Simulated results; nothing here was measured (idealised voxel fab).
Documented hereafter: the process module known as voxel self aligned vias.
Square cells of 5 nm make up the cross-section cut, whose width is 155 nm.
Each cross-section below is a grid of square cells, stated as bands in top-down order, with one or more rows of cells making up each band.
A band entry consists of two parts. The first gives the height of the band's top and the height of its bottom, in nm. The rest lists the band's materials from left to right, each with its width in nm. A single material labelled with the word "edge to edge" fills the band from edge to edge, and the word "empty" marks empty space.
Heights are expressed relative to 0, this being the level below which the as-received wafer comprises one material exclusively. The lowest band is unbounded in the downward direction and is denoted as in "from 0 down".
The two numbers in a width such as "30..40" mark its ends across the band: the first belongs to the top row of cells, the second to the bottom row, and from each row to the next the width moves by the same amount.
"left unchanged" -> step changed no cross-section cell.
Enclosed voids (no open way to top), threshold 8 cells or more, entry "Enclosed void catalog", notation width x height at distance, distance from left edge, nm.
after a step's settings: what the simulator itself notes on the step
A step line may carry the setting "overlay nm", which, for steps involving a mask, states the distance by which the mask lay to the right of its intended position; negative values denote displacement to the left.
Each pair of cross-sections that follows straddles one process step: the one shows the state before the step, the other the state after it, down to the lowest band that changed and no further. The step in question, and its settings, are given under the pair. Note that a pair is not necessarily a continuation of the pair above it, since pairs can come from different runs of this module on the same starting wafer; it is a continuation only where its entry headed "Before the step" says so.
Before the step:
	from 0 down | Si edge to edge
	Enclosed void catalog: none
Result of Step:
	from 10 to 0 | SiO2 edge to edge
	below 0: unchanged
	Enclosed void catalog: none
The two cross-sections above are separated by a single process step, namely CONFORMAL_DEP (material SiO2; thk nm 10)
Before the step: The structure entering this step is exactly what the pair just above shows after its step.
Result of Step:
	from 15 to 10 | SiCN edge to edge
	below 10: unchanged
	Enclosed void catalog: none
The two cross-sections above are separated by a single process step, namely CONFORMAL_DEP (material SiCN; thk nm 5)
Before the step: The structure entering this step is exactly what the pair just above shows after its step.
Result of Step:
	from 45 to 15 | lowk edge to edge
	below 15: unchanged
	Enclosed void catalog: none
The two cross-sections above are separated by a single process step, namely DIRECTIONAL_DEP (material lowk; thk nm 30)
Before the step: The structure entering this step is exactly what the pair just above shows after its step.
Result of Step:
	from 45 to 15 | 30 nm lowk; 30 nm empty; 35 nm lowk; 30 nm empty; 30 nm lowk
	below 15: unchanged
	Enclosed void catalog: none
The two cross-sections above are separated by a single process step, namely MASKED_ETCH (tone open; mask id LINES; width nm 30; pitch nm 65; etch materials lowk; depth nm 30; overlay nm 0)
Before the step: The structure entering this step is exactly what the pair just above shows after its step.
Result of Step:
	from 50 to 45 | 35 nm TiN; 20 nm empty; 45 nm TiN; 20 nm empty; 35 nm TiN
	from 45 to 20 | 30 nm lowk; 5 nm TiN; 20 nm empty; 5 nm TiN; 35 nm lowk; 5 nm TiN; 20 nm empty; 5 nm TiN; 30 nm lowk
	from 20 to 15 | 30 nm lowk; 30 nm TiN; 35 nm lowk; 30 nm TiN; 30 nm lowk
	below 15: unchanged
	Enclosed void catalog: none
The two cross-sections above are separated by a single process step, namely CONFORMAL_DEP (material TiN; thk nm 5)
Before the step: The structure entering this step is exactly what the pair just above shows after its step.
Result of Step:
	from 60 to 50 | Ru edge to edge
	from 50 to 45 | 35 nm TiN; 20 nm Ru; 45 nm TiN; 20 nm Ru; 35 nm TiN
	from 45 to 20 | 30 nm lowk; 5 nm TiN; 20 nm Ru; 5 nm TiN; 35 nm lowk; 5 nm TiN; 20 nm Ru; 5 nm TiN; 30 nm lowk
	below 20: unchanged
	Enclosed void catalog: none
The two cross-sections above are separated by a single process step, namely FILL_DEP (material Ru; thk nm 10)
Before the step: The structure entering this step is exactly what the pair just above shows after its step.
Result of Step:
	from 45 to 20 | 30 nm lowk; 5 nm TiN; 20 nm Ru; 5 nm TiN; 35 nm lowk; 5 nm TiN; 20 nm Ru; 5 nm TiN; 30 nm lowk
	below 20: unchanged
	Enclosed void catalog: none
The two cross-sections above are separated by a single process step, namely CMP (height nm 45)
Before the step: The structure entering this step is exactly what the pair just above shows after its step.
Result of Step:
	from 45 to 40 | 30 nm lowk; 30 nm empty; 35 nm lowk; 30 nm empty; 30 nm lowk
	below 40: unchanged
	Enclosed void catalog: none
The two cross-sections above are separated by a single process step, namely SELECTIVE_ETCH (etch materials W Ru TiN; depth nm 5)
Before the step: The structure entering this step is exactly what the pair just above shows after its step.
Result of Step:
	from 55 to 45 | SiN edge to edge
	from 45 to 40 | 30 nm lowk; 30 nm SiN; 35 nm lowk; 30 nm SiN; 30 nm lowk
	below 40: unchanged
	Enclosed void catalog: none
The two cross-sections above are separated by a single process step, namely FILL_DEP (material SiN; thk nm 10)
Before the step: The structure entering this step is exactly what the pair just above shows after its step.
Result of Step:
	from 45 to 40 | 30 nm lowk; 30 nm SiN; 35 nm lowk; 30 nm SiN; 30 nm lowk
	below 40: unchanged
	Enclosed void catalog: none
The two cross-sections above are separated by a single process step, namely CMP (height nm 45)
Before the step: The structure entering this step is exactly what the pair just above shows after its step.
Result of Step:
	from 60 to 45 | lowk edge to edge
	below 45: unchanged
	Enclosed void catalog: none
The two cross-sections above are separated by a single process step, namely DIRECTIONAL_DEP (material lowk; thk nm 15)
Before the step: The structure entering this step is exactly what the pair just above shows after its step.
Result of Step:
	from 75 to 60 | 20 nm resist; 50 nm empty; 85 nm resist
	below 60: unchanged
	Enclosed void catalog: none
The two cross-sections above are separated by a single process step, namely PATTERN (tone open; mask id VIAS; material resist; width nm 50; thk nm 15; overlay nm 0)
Before the step: The structure entering this step is exactly what the pair just above shows after its step.
Result of Step:
	from 75 to 60 | 20 nm resist; 50 nm empty; 85 nm resist
	from 60 to 45 | 20 nm lowk; 50 nm empty; 85 nm lowk
	below 45: unchanged
	Enclosed void catalog: none
The two cross-sections above are separated by a single process step, namely DIRECTIONAL_ETCH (etch materials lowk; depth nm 15)
Before the step: The structure entering this step is exactly what the pair just above shows after its step.
Result of Step:
	from 75 to 60 | 20 nm resist; 50 nm empty; 85 nm resist
	from 60 to 45 | 20 nm lowk; 50 nm empty; 85 nm lowk
	from 45 to 40 | 30 nm lowk; 30 nm empty; 35 nm lowk; 30 nm SiN; 30 nm lowk
	below 40: unchanged
	Enclosed void catalog: none
The two cross-sections above are separated by a single process step, namely DIRECTIONAL_ETCH (etch materials SiN; depth nm 5)
Before the step: The structure entering this step is exactly what the pair just above shows after its step.
Result of Step:
	from 60 to 45 | 20 nm lowk; 50 nm empty; 85 nm lowk
	below 45: unchanged
	Enclosed void catalog: none
The two cross-sections above are separated by a single process step, namely STRIP (etch materials resist)
Before the step: The structure entering this step is exactly what the pair just above shows after its step.
Result of Step:
	from 65 to 60 | 25 nm TiN; 40 nm empty; 90 nm TiN
	from 60 to 50 | 20 nm lowk; 5 nm TiN; 40 nm empty; 5 nm TiN; 85 nm lowk
	from 50 to 45 | 20 nm lowk; 15 nm TiN; 20 nm empty; 15 nm TiN; 85 nm lowk
	from 45 to 40 | 30 nm lowk; 30 nm TiN; 35 nm lowk; 30 nm SiN; 30 nm lowk
	below 40: unchanged
	Enclosed void catalog: none
The two cross-sections above are separated by a single process step, namely CONFORMAL_DEP (material TiN; thk nm 5)
Before the step: The structure entering this step is exactly what the pair just above shows after its step.
Result of Step:
	from 70 to 65 | Cu edge to edge
	from 65 to 60 | 25 nm TiN; 40 nm Cu; 90 nm TiN
	from 60 to 50 | 20 nm lowk; 5 nm TiN; 40 nm Cu; 5 nm TiN; 85 nm lowk
	from 50 to 45 | 20 nm lowk; 15 nm TiN; 20 nm Cu; 15 nm TiN; 85 nm lowk
	below 45: unchanged
	Enclosed void catalog: none
The two cross-sections above are separated by a single process step, namely FILL_DEP (material Cu; thk nm 5)
Before the step: The structure entering this step is exactly what the pair just above shows after its step.
Result of Step:
	from 60 to 50 | 20 nm lowk; 5 nm TiN; 40 nm Cu; 5 nm TiN; 85 nm lowk
	below 50: unchanged
	Enclosed void catalog: none
The two cross-sections above are separated by a single process step, namely CMP (height nm 60)
Before the step: The structure entering this step is exactly what the pair just above shows after its step.
Result of Step:
	from 65 to 60 | SiCN edge to edge
	below 60: unchanged
	Enclosed void catalog: none
The two cross-sections above are separated by a single process step, namely CONFORMAL_DEP (material SiCN; thk nm 5)
Before the step:
	from 10 to 0 | SiO2 edge to edge
	from 0 down | Si edge to edge
	Enclosed void catalog: none
Result of Step:
	from 40 to 10 | lowk edge to edge
	below 10: unchanged
	Enclosed void catalog: none
The two cross-sections above are separated by a single process step, namely DIRECTIONAL_DEP (material lowk; thk nm 30)
Before the step: The structure entering this step is exactly what the pair just above shows after its step.
Result of Step:
	from 40 to 10 | 30 nm lowk; 30 nm empty; 35 nm lowk; 30 nm empty; 30 nm lowk
	below 10: unchanged
	Enclosed void catalog: none
The two cross-sections above are separated by a single process step, namely MASKED_ETCH (tone open; mask id LINES; width nm 30; pitch nm 65; etch materials lowk; depth nm 30; overlay nm 0)
Before the step: The structure entering this step is exactly what the pair just above shows after its step.
Result of Step:
	from 45 to 40 | 35 nm TiN; 20 nm empty; 45 nm TiN; 20 nm empty; 35 nm TiN
	from 40 to 15 | 30 nm lowk; 5 nm TiN; 20 nm empty; 5 nm TiN; 35 nm lowk; 5 nm TiN; 20 nm empty; 5 nm TiN; 30 nm lowk
	from 15 to 10 | 30 nm lowk; 30 nm TiN; 35 nm lowk; 30 nm TiN; 30 nm lowk
	below 10: unchanged
	Enclosed void catalog: none
The two cross-sections above are separated by a single process step, namely CONFORMAL_DEP (material TiN; thk nm 5)
Before the step: The structure entering this step is exactly what the pair just above shows after its step.
Result of Step:
	from 55 to 45 | Ru edge to edge
	from 45 to 40 | 35 nm TiN; 20 nm Ru; 45 nm TiN; 20 nm Ru; 35 nm TiN
	from 40 to 15 | 30 nm lowk; 5 nm TiN; 20 nm Ru; 5 nm TiN; 35 nm lowk; 5 nm TiN; 20 nm Ru; 5 nm TiN; 30 nm lowk
	below 15: unchanged
	Enclosed void catalog: none
The two cross-sections above are separated by a single process step, namely FILL_DEP (material Ru; thk nm 10)
Before the step: The structure entering this step is exactly what the pair just above shows after its step.
Result of Step:
	from 45 to 40 | 35 nm TiN; 20 nm Ru; 45 nm TiN; 20 nm Ru; 35 nm TiN
	below 40: unchanged
	Enclosed void catalog: none
The two cross-sections above are separated by a single process step, namely CMP (height nm 45)
Before the step: The structure entering this step is exactly what the pair just above shows after its step.
Result of Step:
	from 40 to 15 | 30 nm lowk; 5 nm TiN; 20 nm Ru; 5 nm TiN; 35 nm lowk; 5 nm TiN; 20 nm Ru; 5 nm TiN; 30 nm lowk
	below 15: unchanged
	Enclosed void catalog: none
The two cross-sections above are separated by a single process step, namely SELECTIVE_ETCH (etch materials W Ru TiN; depth nm 5)
Before the step: The structure entering this step is exactly what the pair just above shows after its step.
Result of Step:
	from 50 to 40 | SiN edge to edge
	below 40: unchanged
	Enclosed void catalog: none
The two cross-sections above are separated by a single process step, namely FILL_DEP (material SiN; thk nm 10)
Before the step: The structure entering this step is exactly what the pair just above shows after its step.
Result of Step:
	from 45 to 40 | SiN edge to edge
	below 40: unchanged
	Enclosed void catalog: none
The two cross-sections above are separated by a single process step, namely CMP (height nm 45)
Before the step: The structure entering this step is exactly what the pair just above shows after its step.
Result of Step:
	from 60 to 45 | lowk edge to edge
	below 45: unchanged
	Enclosed void catalog: none
The two cross-sections above are separated by a single process step, namely DIRECTIONAL_DEP (material lowk; thk nm 15)
Before the step: The structure entering this step is exactly what the pair just above shows after its step.
Result of Step:
	from 75 to 60 | 20 nm resist; 50 nm empty; 85 nm resist
	below 60: unchanged
	Enclosed void catalog: none
The two cross-sections above are separated by a single process step, namely PATTERN (tone open; mask id VIAS; material resist; width nm 50; thk nm 15; overlay nm 0)
Before the step: The structure entering this step is exactly what the pair just above shows after its step.
Result of Step:
	from 75 to 60 | 20 nm resist; 50 nm empty; 85 nm resist
	from 60 to 45 | 20 nm lowk; 50 nm empty; 85 nm lowk
	below 45: unchanged
	Enclosed void catalog: none
The two cross-sections above are separated by a single process step, namely DIRECTIONAL_ETCH (etch materials lowk; depth nm 15)
Before the step: The structure entering this step is exactly what the pair just above shows after its step.
Result of Step:
	from 75 to 60 | 20 nm resist; 50 nm empty; 85 nm resist
	from 60 to 45 | 20 nm lowk; 50 nm empty; 85 nm lowk
	from 45 to 40 | 20 nm SiN; 50 nm empty; 85 nm SiN
	below 40: unchanged
	Enclosed void catalog: none
The two cross-sections above are separated by a single process step, namely DIRECTIONAL_ETCH (etch materials SiN; depth nm 5)
Before the step: The structure entering this step is exactly what the pair just above shows after its step.
Result of Step:
	from 60 to 45 | 20 nm lowk; 50 nm empty; 85 nm lowk
	below 45: unchanged
	Enclosed void catalog: none
The two cross-sections above are separated by a single process step, namely STRIP (etch materials resist)
Before the step: The structure entering this step is exactly what the pair just above shows after its step.
Result of Step:
	from 65 to 60 | 25 nm TiN; 40 nm empty; 90 nm TiN
	from 60 to 45 | 20 nm lowk; 5 nm TiN; 40 nm empty; 5 nm TiN; 85 nm lowk
	from 45 to 40 | 20 nm SiN; 50 nm TiN; 85 nm SiN
	below 40: unchanged
	Enclosed void catalog: none
The two cross-sections above are separated by a single process step, namely CONFORMAL_DEP (material TiN; thk nm 5)
Before the step: The structure entering this step is exactly what the pair just above shows after its step.
Result of Step:
	from 70 to 65 | Cu edge to edge
	from 65 to 60 | 25 nm TiN; 40 nm Cu; 90 nm TiN
	from 60 to 45 | 20 nm lowk; 5 nm TiN; 40 nm Cu; 5 nm TiN; 85 nm lowk
	below 45: unchanged
	Enclosed void catalog: none
The two cross-sections above are separated by a single process step, namely FILL_DEP (material Cu; thk nm 5)
Before the step: The structure entering this step is exactly what the pair just above shows after its step.
Result of Step:
	from 60 to 45 | 20 nm lowk; 5 nm TiN; 40 nm Cu; 5 nm TiN; 85 nm lowk
	below 45: unchanged
	Enclosed void catalog: none
The two cross-sections above are separated by a single process step, namely CMP (height nm 60)
Before the step: The structure entering this step is exactly what the pair just above shows after its step.
Result of Step:
	from 65 to 60 | SiCN edge to edge
	below 60: unchanged
	Enclosed void catalog: none
The two cross-sections above are separated by a single process step, namely CONFORMAL_DEP (material SiCN; thk nm 5)
Before the step:
	from 75 to 60 | 20 nm resist; 50 nm empty; 85 nm resist
	from 60 to 45 | 20 nm lowk; 50 nm empty; 85 nm lowk
	from 45 to 40 | 30 nm lowk; 30 nm SiN; 35 nm lowk; 30 nm SiN; 30 nm lowk
	from 40 to 20 | 30 nm lowk; 5 nm TiN; 20 nm Ru; 5 nm TiN; 35 nm lowk; 5 nm TiN; 20 nm Ru; 5 nm TiN; 30 nm lowk
	from 20 to 15 | 30 nm lowk; 30 nm TiN; 35 nm lowk; 30 nm TiN; 30 nm lowk
	from 15 to 10 | SiCN edge to edge
	from 10 to 0 | SiO2 edge to edge
	from 0 down | Si edge to edge
	Enclosed void catalog: none
Result of Step:
	from 75 to 60 | 20 nm resist; 50 nm empty; 85 nm resist
	from 60 to 45 | 20 nm lowk; 50 nm empty; 85 nm lowk
	from 45 to 40 | 20 nm lowk; 10 nm empty; 30 nm SiN; 10 nm empty; 25 nm lowk; 30 nm SiN; 30 nm lowk
	from 40 to 30 | 20 nm lowk; 10 nm empty; 5 nm TiN; 20 nm Ru; 5 nm TiN; 10 nm empty; 25 nm lowk; 5 nm TiN; 20 nm Ru; 5 nm TiN; 30 nm lowk
	below 30: unchanged
	Enclosed void catalog: none
The two cross-sections above are separated by a single process step, namely DIRECTIONAL_ETCH (etch materials lowk; depth nm 15)
Before the step: The structure entering this step is exactly what the pair just above shows after its step.
Result of Step:
	from 75 to 60 | 20 nm resist; 50 nm empty; 85 nm resist
	from 60 to 45 | 20 nm lowk; 50 nm empty; 85 nm lowk
	from 45 to 40 | 20 nm lowk; 50 nm empty; 25 nm lowk; 30 nm SiN; 30 nm lowk
	below 40: unchanged
	Enclosed void catalog: none
The two cross-sections above are separated by a single process step, namely DIRECTIONAL_ETCH (etch materials SiN; depth nm 5)
Before the step: The structure entering this step is exactly what the pair just above shows after its step.
Result of Step:
	from 60 to 45 | 20 nm lowk; 50 nm empty; 85 nm lowk
	below 45: unchanged
	Enclosed void catalog: none
The two cross-sections above are separated by a single process step, namely STRIP (etch materials resist)
Before the step: The structure entering this step is exactly what the pair just above shows after its step.
Result of Step:
	from 65 to 60 | 25 nm TiN; 40 nm empty; 90 nm TiN
	from 60 to 45 | 20 nm lowk; 5 nm TiN; 40 nm empty; 5 nm TiN; 85 nm lowk
	from 45 to 40 | 20 nm lowk; 50 nm TiN; 25 nm lowk; 30 nm SiN; 30 nm lowk
	from 40 to 30 | 20 nm lowk; 15 nm TiN; 20 nm Ru; 15 nm TiN; 25 nm lowk; 5 nm TiN; 20 nm Ru; 5 nm TiN; 30 nm lowk
	below 30: unchanged
	Enclosed void catalog: none
The two cross-sections above are separated by a single process step, namely CONFORMAL_DEP (material TiN; thk nm 5)
Before the step: The structure entering this step is exactly what the pair just above shows after its step.
Result of Step:
	from 70 to 65 | Cu edge to edge
	from 65 to 60 | 25 nm TiN; 40 nm Cu; 90 nm TiN
	from 60 to 45 | 20 nm lowk; 5 nm TiN; 40 nm Cu; 5 nm TiN; 85 nm lowk
	below 45: unchanged
	Enclosed void catalog: none
The two cross-sections above are separated by a single process step, namely FILL_DEP (material Cu; thk nm 5)
Before the step: The structure entering this step is exactly what the pair just above shows after its step.
Result of Step:
	from 60 to 45 | 20 nm lowk; 5 nm TiN; 40 nm Cu; 5 nm TiN; 85 nm lowk
	below 45: unchanged
	Enclosed void catalog: none
The two cross-sections above are separated by a single process step, namely CMP (height nm 60)
Before the step: The structure entering this step is exactly what the pair just above shows after its step.
Result of Step:
	from 65 to 60 | SiCN edge to edge
	below 60: unchanged
	Enclosed void catalog: none
The two cross-sections above are separated by a single process step, namely CONFORMAL_DEP (material SiCN; thk nm 5)
Before the step:
	from 40 to 10 | lowk edge to edge
	from 10 to 0 | SiO2 edge to edge
	from 0 down | Si edge to edge
	Enclosed void catalog: none
Result of Step:
	from 45 to 40 | SiCN edge to edge
	below 40: unchanged
	Enclosed void catalog: none
The two cross-sections above are separated by a single process step, namely CONFORMAL_DEP (material SiCN; thk nm 5)
Before the step: The structure entering this step is exactly what the pair just above shows after its step.
Result of Step:
	from 50 to 45 | TiN edge to edge
	below 45: unchanged
	Enclosed void catalog: none
The two cross-sections above are separated by a single process step, namely CONFORMAL_DEP (material TiN; thk nm 5)
Before the step: The structure entering this step is exactly what the pair just above shows after its step.
Result of Step:
	from 60 to 50 | Ru edge to edge
	below 50: unchanged
	Enclosed void catalog: none
The two cross-sections above are separated by a single process step, namely FILL_DEP (material Ru; thk nm 10)
Before the step: The structure entering this step is exactly what the pair just above shows after its step.
Result of Step:
	from 45 to 40 | SiCN edge to edge
	below 40: unchanged
	Enclosed void catalog: none
The two cross-sections above are separated by a single process step, namely CMP (height nm 45)
Before the step: The structure entering this step is exactly what the pair just above shows after its step.
Result of Step:
	from 55 to 45 | SiN edge to edge
	below 45: unchanged
	Enclosed void catalog: none
The two cross-sections above are separated by a single process step, namely FILL_DEP (material SiN; thk nm 10)
Before the step: The structure entering this step is exactly what the pair just above shows after its step.
Result of Step:
	from 45 to 40 | SiCN edge to edge
	below 40: unchanged
	Enclosed void catalog: none
The two cross-sections above are separated by a single process step, namely CMP (height nm 45)
Before the step: The structure entering this step is exactly what the pair just above shows after its step.
Result of Step:
	from 60 to 45 | lowk edge to edge
	below 45: unchanged
	Enclosed void catalog: none
The two cross-sections above are separated by a single process step, namely DIRECTIONAL_DEP (material lowk; thk nm 15)
Before the step: The structure entering this step is exactly what the pair just above shows after its step.
Result of Step:
	from 75 to 60 | 20 nm resist; 50 nm empty; 85 nm resist
	below 60: unchanged
	Enclosed void catalog: none
The two cross-sections above are separated by a single process step, namely PATTERN (tone open; mask id VIAS; material resist; width nm 50; thk nm 15; overlay nm 0)
Before the step: The structure entering this step is exactly what the pair just above shows after its step.
Result of Step:
	from 75 to 60 | 20 nm resist; 50 nm empty; 85 nm resist
	from 60 to 45 | 20 nm lowk; 50 nm empty; 85 nm lowk
	below 45: unchanged
	Enclosed void catalog: none
The two cross-sections above are separated by a single process step, namely DIRECTIONAL_ETCH (etch materials lowk; depth nm 15)
Before the step: The structure entering this step is exactly what the pair just above shows after its step.
Result of Step:
	from 60 to 45 | 20 nm lowk; 50 nm empty; 85 nm lowk
	below 45: unchanged
	Enclosed void catalog: none
The two cross-sections above are separated by a single process step, namely STRIP (etch materials resist)
Before the step: The structure entering this step is exactly what the pair just above shows after its step.
Result of Step:
	from 65 to 60 | 25 nm TiN; 40 nm empty; 90 nm TiN
	from 60 to 50 | 20 nm lowk; 5 nm TiN; 40 nm empty; 5 nm TiN; 85 nm lowk
	from 50 to 45 | 20 nm lowk; 50 nm TiN; 85 nm lowk
	below 45: unchanged
	Enclosed void catalog: none
The two cross-sections above are separated by a single process step, namely CONFORMAL_DEP (material TiN; thk nm 5)
Before the step: The structure entering this step is exactly what the pair just above shows after its step.
Result of Step:
	from 70 to 65 | Cu edge to edge
	from 65 to 60 | 25 nm TiN; 40 nm Cu; 90 nm TiN
	from 60 to 50 | 20 nm lowk; 5 nm TiN; 40 nm Cu; 5 nm TiN; 85 nm lowk
	below 50: unchanged
	Enclosed void catalog: none
The two cross-sections above are separated by a single process step, namely FILL_DEP (material Cu; thk nm 5)
Before the step: The structure entering this step is exactly what the pair just above shows after its step.
Result of Step:
	from 60 to 50 | 20 nm lowk; 5 nm TiN; 40 nm Cu; 5 nm TiN; 85 nm lowk
	below 50: unchanged
	Enclosed void catalog: none
The two cross-sections above are separated by a single process step, namely CMP (height nm 60)
Before the step: The structure entering this step is exactly what the pair just above shows after its step.
Result of Step:
	from 65 to 60 | SiCN edge to edge
	below 60: unchanged
	Enclosed void catalog: none
The two cross-sections above are separated by a single process step, namely CONFORMAL_DEP (material SiCN; thk nm 5)
Before the step:
	from 60 to 50 | 20 nm lowk; 5 nm TiN; 40 nm Cu; 5 nm TiN; 85 nm lowk
	from 50 to 45 | 20 nm lowk; 15 nm TiN; 20 nm Cu; 15 nm TiN; 85 nm lowk
	from 45 to 40 | 30 nm lowk; 30 nm TiN; 35 nm lowk; 30 nm SiN; 30 nm lowk
	from 40 to 20 | 30 nm lowk; 5 nm TiN; 20 nm Ru; 5 nm TiN; 35 nm lowk; 5 nm TiN; 20 nm Ru; 5 nm TiN; 30 nm lowk
	from 20 to 15 | 30 nm lowk; 30 nm TiN; 35 nm lowk; 30 nm TiN; 30 nm lowk
	from 15 to 10 | SiCN edge to edge
	from 10 to 0 | SiO2 edge to edge
	from 0 down | Si edge to edge
	Enclosed void catalog: none
Result of Step:
	from 75 to 60 | SiCN edge to edge
	below 60: unchanged
	Enclosed void catalog: none
The two cross-sections above are separated by a single process step, namely CONFORMAL_DEP (material SiCN; thk nm 15)
Before the step:
	from 60 to 45 | lowk edge to edge
	from 45 to 40 | 30 nm lowk; 30 nm SiN; 35 nm lowk; 30 nm SiN; 30 nm lowk
	from 40 to 20 | 30 nm lowk; 5 nm TiN; 20 nm Ru; 5 nm TiN; 35 nm lowk; 5 nm TiN; 20 nm Ru; 5 nm TiN; 30 nm lowk
	from 20 to 15 | 30 nm lowk; 30 nm TiN; 35 nm lowk; 30 nm TiN; 30 nm lowk
	from 15 to 10 | SiCN edge to edge
	from 10 to 0 | SiO2 edge to edge
	from 0 down | Si edge to edge
	Enclosed void catalog: none
Result of Step:
	from 75 to 60 | 15 nm resist; 60 nm empty; 80 nm resist
	below 60: unchanged
	Enclosed void catalog: none
The two cross-sections above are separated by a single process step, namely PATTERN (tone open; mask id VIAS; material resist; width nm 60; thk nm 15; overlay nm 0)
Before the step: The structure entering this step is exactly what the pair just above shows after its step.
Result of Step:
	from 75 to 60 | 15 nm resist; 60 nm empty; 80 nm resist
	from 60 to 45 | 15 nm lowk; 60 nm empty; 80 nm lowk
	below 45: unchanged
	Enclosed void catalog: none
The two cross-sections above are separated by a single process step, namely DIRECTIONAL_ETCH (etch materials lowk; depth nm 15)
Before the step: The structure entering this step is exactly what the pair just above shows after its step.
Result of Step:
	from 75 to 60 | 15 nm resist; 60 nm empty; 80 nm resist
	from 60 to 45 | 15 nm lowk; 60 nm empty; 80 nm lowk
	from 45 to 40 | 30 nm lowk; 30 nm empty; 35 nm lowk; 30 nm SiN; 30 nm lowk
	below 40: unchanged
	Enclosed void catalog: none
The two cross-sections above are separated by a single process step, namely DIRECTIONAL_ETCH (etch materials SiN; depth nm 5)
Before the step: The structure entering this step is exactly what the pair just above shows after its step.
Result of Step:
	from 60 to 45 | 15 nm lowk; 60 nm empty; 80 nm lowk
	below 45: unchanged
	Enclosed void catalog: none
The two cross-sections above are separated by a single process step, namely STRIP (etch materials resist)
Before the step: The structure entering this step is exactly what the pair just above shows after its step.
Result of Step:
	from 65 to 60 | 20 nm TiN; 50 nm empty; 85 nm TiN
	from 60 to 50 | 15 nm lowk; 5 nm TiN; 50 nm empty; 5 nm TiN; 80 nm lowk
	from 50 to 45 | 15 nm lowk; 20 nm TiN; 20 nm empty; 20 nm TiN; 80 nm lowk
	from 45 to 40 | 30 nm lowk; 30 nm TiN; 35 nm lowk; 30 nm SiN; 30 nm lowk
	below 40: unchanged
	Enclosed void catalog: none
The two cross-sections above are separated by a single process step, namely CONFORMAL_DEP (material TiN; thk nm 5)
Before the step: The structure entering this step is exactly what the pair just above shows after its step.
Result of Step:
	from 70 to 65 | Cu edge to edge
	from 65 to 60 | 20 nm TiN; 50 nm Cu; 85 nm TiN
	from 60 to 50 | 15 nm lowk; 5 nm TiN; 50 nm Cu; 5 nm TiN; 80 nm lowk
	from 50 to 45 | 15 nm lowk; 20 nm TiN; 20 nm Cu; 20 nm TiN; 80 nm lowk
	below 45: unchanged
	Enclosed void catalog: none
The two cross-sections above are separated by a single process step, namely FILL_DEP (material Cu; thk nm 5)
Before the step: The structure entering this step is exactly what the pair just above shows after its step.
Result of Step:
	from 60 to 50 | 15 nm lowk; 5 nm TiN; 50 nm Cu; 5 nm TiN; 80 nm lowk
	below 50: unchanged
	Enclosed void catalog: none
The two cross-sections above are separated by a single process step, namely CMP (height nm 60)
Before the step: The structure entering this step is exactly what the pair just above shows after its step.
Result of Step:
	from 65 to 60 | SiCN edge to edge
	below 60: unchanged
	Enclosed void catalog: none
The two cross-sections above are separated by a single process step, namely CONFORMAL_DEP (material SiCN; thk nm 5)
Before the step:
	from 45 to 15 | lowk edge to edge
	from 15 to 10 | SiCN edge to edge
	from 10 to 0 | SiO2 edge to edge
	from 0 down | Si edge to edge
	Enclosed void catalog: none
Result of Step:
	from 45 to 15 | 40 nm lowk; 30 nm empty; 35 nm lowk; 30 nm empty; 20 nm lowk
	below 15: unchanged
	Enclosed void catalog: none
The two cross-sections above are separated by a single process step, namely MASKED_ETCH (tone open; mask id LINES; width nm 30; pitch nm 65; etch materials lowk; depth nm 30; overlay nm 10)
Before the step: The structure entering this step is exactly what the pair just above shows after its step.
Result of Step:
	from 50 to 45 | 45 nm TiN; 20 nm empty; 45 nm TiN; 20 nm empty; 25 nm TiN
	from 45 to 20 | 40 nm lowk; 5 nm TiN; 20 nm empty; 5 nm TiN; 35 nm lowk; 5 nm TiN; 20 nm empty; 5 nm TiN; 20 nm lowk
	from 20 to 15 | 40 nm lowk; 30 nm TiN; 35 nm lowk; 30 nm TiN; 20 nm lowk
	below 15: unchanged
	Enclosed void catalog: none
The two cross-sections above are separated by a single process step, namely CONFORMAL_DEP (material TiN; thk nm 5)
Before the step: The structure entering this step is exactly what the pair just above shows after its step.
Result of Step:
	from 60 to 50 | Ru edge to edge
	from 50 to 45 | 45 nm TiN; 20 nm Ru; 45 nm TiN; 20 nm Ru; 25 nm TiN
	from 45 to 20 | 40 nm lowk; 5 nm TiN; 20 nm Ru; 5 nm TiN; 35 nm lowk; 5 nm TiN; 20 nm Ru; 5 nm TiN; 20 nm lowk
	below 20: unchanged
	Enclosed void catalog: none
The two cross-sections above are separated by a single process step, namely FILL_DEP (material Ru; thk nm 10)
Before the step: The structure entering this step is exactly what the pair just above shows after its step.
Result of Step:
	from 45 to 20 | 40 nm lowk; 5 nm TiN; 20 nm Ru; 5 nm TiN; 35 nm lowk; 5 nm TiN; 20 nm Ru; 5 nm TiN; 20 nm lowk
	below 20: unchanged
	Enclosed void catalog: none
The two cross-sections above are separated by a single process step, namely CMP (height nm 45)
Before the step: The structure entering this step is exactly what the pair just above shows after its step.
Result of Step:
	from 45 to 40 | 40 nm lowk; 30 nm empty; 35 nm lowk; 30 nm empty; 20 nm lowk
	below 40: unchanged
	Enclosed void catalog: none
The two cross-sections above are separated by a single process step, namely SELECTIVE_ETCH (etch materials W Ru TiN; depth nm 5)
Before the step: The structure entering this step is exactly what the pair just above shows after its step.
Result of Step:
	from 55 to 45 | SiN edge to edge
	from 45 to 40 | 40 nm lowk; 30 nm SiN; 35 nm lowk; 30 nm SiN; 20 nm lowk
	below 40: unchanged
	Enclosed void catalog: none
The two cross-sections above are separated by a single process step, namely FILL_DEP (material SiN; thk nm 10)
Before the step: The structure entering this step is exactly what the pair just above shows after its step.
Result of Step:
	from 45 to 40 | 40 nm lowk; 30 nm SiN; 35 nm lowk; 30 nm SiN; 20 nm lowk
	below 40: unchanged
	Enclosed void catalog: none
The two cross-sections above are separated by a single process step, namely CMP (height nm 45)
Before the step: The structure entering this step is exactly what the pair just above shows after its step.
Result of Step:
	from 60 to 45 | lowk edge to edge
	below 45: unchanged
	Enclosed void catalog: none
The two cross-sections above are separated by a single process step, namely DIRECTIONAL_DEP (material lowk; thk nm 15)
Before the step: The structure entering this step is exactly what the pair just above shows after its step.
Result of Step:
	from 75 to 60 | 20 nm resist; 50 nm empty; 85 nm resist
	below 60: unchanged
	Enclosed void catalog: none
The two cross-sections above are separated by a single process step, namely PATTERN (tone open; mask id VIAS; material resist; width nm 50; thk nm 15; overlay nm 0)
Before the step: The structure entering this step is exactly what the pair just above shows after its step.
Result of Step:
	from 75 to 60 | 20 nm resist; 50 nm empty; 85 nm resist
	from 60 to 45 | 20 nm lowk; 50 nm empty; 85 nm lowk
	below 45: unchanged
	Enclosed void catalog: none
The two cross-sections above are separated by a single process step, namely DIRECTIONAL_ETCH (etch materials lowk; depth nm 15)
